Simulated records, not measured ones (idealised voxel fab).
Presented below is a process module, voxel quadruple lines.
Section shown: cut. Width: 200 nm. Cell size: 5 nm, square.
Square cells in a grid make up a cross-section in this document, and the grid is given as bands, listed from the top down, each one or more rows of cells. For a band, the entry starts with two heights in nm, that of the top and then that of the bottom, and carries on with the band's materials in order from left to right, each alongside its width in nm; the word "full width" beside a single material means it fills the band edge to edge, and "empty" means empty space. Counting heights begins at 0, where everything beneath is, in the wafer as received, one material. The lowest band has no bottom; it goes on downwards, as "z 0 and below" shows. Width: "30..40" (first number = top row, second number = bottom row, same change from row to row of cells). Any step labelled "remains unaltered" changed none of the cells in the cross-section. In the "Closed void listing" entry, you get each enclosed empty space of 8 cells or more, one with no open way to the top, written width x height at distance, distance from the left edge, in nm. Note: text after step settings on the step line = simulator remark on that step. overlay nm: on a step with a mask, how far right of its planned place the mask lay; negative means left.

Planned step list for the process:
- 1: op RECEIVE | material Si
- 2: op CONFORMAL_DEP | material Al2O3 | thk nm 10
- 3: op DIRECTIONAL_DEP | material TiN | thk nm 10
- 4: op DIRECTIONAL_DEP | material polySi | thk nm 15
- 5: op DIRECTIONAL_DEP | material aC | thk nm 20
- 6: op PATTERN | tone cover | mask id MANDREL | material resist | width nm 30 | thk nm 30 | overlay nm 0
- 7: op DIRECTIONAL_ETCH | etch materials aC | depth nm 20
- 8: op STRIP | etch materials resist
- 9: op CONFORMAL_DEP | material SiO2 | thk nm 10
- 10: op DIRECTIONAL_ETCH | etch materials SiO2 | depth nm 10
- 11: op STRIP | etch materials aC
- 12: op DIRECTIONAL_ETCH | etch materials polySi | depth nm 15
- 13: op STRIP | etch materials SiO2
- 14: op CONFORMAL_DEP | material SiCN | thk nm 10
- 15: op DIRECTIONAL_ETCH | etch materials SiCN | depth nm 10
- 16: op STRIP | etch materials polySi
- 17: op DIRECTIONAL_ETCH | etch materials TiN | depth nm 10
- 18: op STRIP | etch materials SiCN

Cross-section of the wafer upon arrival, representing the state reached after step 1:
    z 0 and below: Si full width
    Closed void listing: none

The first of the two wafers as seen in cross-section once the module was finished; processing followed the plan:
    z 20 to 10: empty: 65, then TiN: 10, then empty: 10, then TiN: 10, then empty: 10, then TiN: 10, then empty: 10, then TiN: 10, then empty: 65
    z 10 to 0: Al2O3 full width
    z 0 and below: Si full width
    Closed void listing: none

Cross-sectional image of the second wafer of the two following completion of the module. Starting state and process plan were the same as for the first wafer; one execution error occurred:
    z 20 to 10: empty: 70, then TiN: 10, then empty: 10, then TiN: 10, then empty: 5, then TiN: 10, then empty: 10, then TiN: 10, then empty: 65
    z 10 to 0: Al2O3 full width
    z 0 and below: Si full width
    Closed void listing: none
So what did we get wrong on this run? step 6 did not happen as planned, as run it was op PATTERN | tone cover | mask id MANDREL | material resist | width nm 25 | thk nm 30 | overlay nm 0
When the process is done, the second wafer contains the same cell count of every material as the first wafer, but distributed over other locations.
